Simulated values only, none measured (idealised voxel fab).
Process module name: voxel ribs on slabs
In the cross-section labelled cut, the width is 225 nm and each square cell is 5 nm.
This document writes a cross-section as a grid whose cells are square, and gives it as bands, listed from the top down; one or more rows of cells form a band. Each band's line starts with the height of the band's top and of its bottom, in nm. Then come its materials from left to right, each with its width in nm. One material with "full width" fills the band from edge to edge. "empty" is empty space. Height 0 is the level under which the wafer as received is all one material. The lowest band goes on downwards, as in "0 -> down". When a width is written as two numbers, as in "30 to 40", the first number is the width in the top row of cells of the band and the second is the width in its bottom row, and the width changes by the same amount from each row to the next. It should be understood that the words "remains unaltered", when stated for a given step, signify that the cross-section underwent no change in any of its cells during that step. Look at "Sealed internal cavities" for the closed voids: empty spaces with no open path to the top, sized 8 cells or up. Each is width x height at distance, distance from the left edge, all nm. What comes after the settings on a step's line is commentary from the simulator itself on that step. The setting "overlay nm" may be written on the line of a step. When the step uses a mask, the value reports how far to the right of the planned place the mask lay, and a negative value reports that it lay to the left.

Steps in the process plan
1 RECEIVE [material Si]
2 DIRECTIONAL_DEP [material SiO2] [thk nm 20]
3 DIRECTIONAL_DEP [material SiN] [thk nm 25]
4 PATTERN [tone cover] [mask id RIB] [material resist] [width nm 15] [thk nm 15] [overlay nm 0]
5 DIRECTIONAL_ETCH [etch materials SiN] [depth nm 15]
6 STRIP [etch materials resist]
7 MASKED_ETCH [tone cover] [mask id SLAB] [width nm 65] [etch materials SiN] [depth nm 10] [overlay nm 0]
8 FILL_DEP [material SiO2] [thk nm 25]
9 CMP [height nm 65]
10 DIRECTIONAL_DEP [material TiN] [thk nm 10]
11 MASKED_ETCH [tone cover] [mask id HEATER] [width nm 25] [etch materials TiN] [depth nm 10] [overlay nm 0]
12 CONFORMAL_DEP [material SiN] [thk nm 10]

So this is the incoming wafer in cross-section - it's already been through step 1
    0 -> down | Si full width
    Sealed internal cavities: none

First of two wafers, end-of-module section, run followed plan
    85 -> 75 | empty 90 nm | SiN 45 nm | empty 90 nm
    75 -> 65 | SiN 100 nm | TiN 25 nm | SiN 100 nm
    65 -> 45 | SiO2 full width
    45 -> 30 | SiO2 105 nm | SiN 15 nm | SiO2 105 nm
    30 -> 20 | SiO2 80 nm | SiN 65 nm | SiO2 80 nm
    20 -> 0 | SiO2 full width
    0 -> down | Si full width
    Sealed internal cavities: none

Second wafer cross-section at end of module - shared start and plan with the first, one mistake in the run
    75 -> 65 | empty 100 nm | TiN 25 nm | empty 100 nm
    65 -> 45 | SiO2 full width
    45 -> 30 | SiO2 105 nm | SiN 15 nm | SiO2 105 nm
    30 -> 20 | SiO2 80 nm | SiN 65 nm | SiO2 80 nm
    20 -> 0 | SiO2 full width
    0 -> down | Si full width
    Sealed internal cavities: none
Finding, execution versus plan: no execution of plan step 12; skipped
Counted in cells at the end, the second wafer holds more or fewer of these materials than the first: 98 fewer of SiN
